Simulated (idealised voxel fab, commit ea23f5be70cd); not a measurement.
Process module, titled voxel released beams
Xsec cut, 165 nm wide, square cell size 5 nm.
Each cross-section below is a grid of square cells, stated as bands in top-down order, with one or more rows of cells making up each band.
Top height, bottom height, nm. Materials left to right, width each, nm. Single material + "throughout" = fills band edge to edge. "empty" = empty.
For the purposes of this specification, 0 denotes the height below which the wafer in its as-received condition is composed wholly of one material, and the lowermost band, lacking a lower limit, extends downward without end, as expressed in "0 and below".
A width such as "30->40" changes by the same amount from each row of cells to the next, from the band's top row to its bottom row.
"remained unchanged", as given for a step, is the statement that not any cell of the cross-section underwent a change during that step.
Listed in "Closed void register": every empty space of 8 or more cells without an open way to the top. Form: width x height at distance, the distance being from the left edge, all in nm.
Formally, on a step line, whatever follows the settings is a remark that the simulator itself makes on the step.
If you see "overlay nm" on a step's line and that step has a mask, it's telling you how far right of where it was planned the mask ended up; a negative number means it went left instead.
Listed below are the process steps as planned
step 1: RECEIVE (material Si)
step 2: CONFORMAL_DEP (material Al2O3; thk nm 10)
step 3: DIRECTIONAL_DEP (material SiO2; thk nm 15)
step 4: PATTERN (tone open; mask id ANCHOR; material resist; width nm 30; thk nm 15; overlay nm 0)
step 5: DIRECTIONAL_ETCH (etch materials SiO2; depth nm 15)
step 6: STRIP (etch materials resist)
step 7: CONFORMAL_DEP (material W; thk nm 10)
step 8: PATTERN (tone cover; mask id BEAM; material resist; width nm 110; thk nm 20; overlay nm 0)
step 9: DIRECTIONAL_ETCH (etch materials W; depth nm 10)
step 10: STRIP (etch materials resist)
step 11: STRIP (etch materials SiO2)
So this is the incoming wafer in cross-section - it's already been through step 1
0 and below = Si throughout
Closed void register: none
Wafer cross-section at module end: first of two, run to plan
35 down to 25 = empty 25, then W 15, then empty 10, then W 85, then empty 30
25 down to 20 = empty 30, then W 10, then empty 10, then W 10, then empty 105
20 down to 10 = empty 30, then W 30, then empty 105
10 down to 0 = Al2O3 throughout
0 and below = Si throughout
Closed void register: none
This is the second of the two wafers, cross-sectioned at the end of the module; it started exactly like the first and was given the same plan, but it was run with one mistake
35 down to 25 = empty 25, then W 45, then empty 95
25 down to 20 = empty 20, then W 10, then SiO2 30, then W 10, then empty 95
20 down to 10 = empty 20, then W 10, then SiO2 30, then W 75, then empty 30
10 down to 0 = Al2O3 throughout
0 and below = Si throughout
Closed void register: none
Short version of what went wrong: step 4 was not run as planned; what actually ran was PATTERN (tone cover; mask id ANCHOR; material resist; width nm 30; thk nm 15; overlay nm 0)
Looking at both finished wafers in cells, the second ends up ahead of or behind the first on some materials: SiO2: 18 more
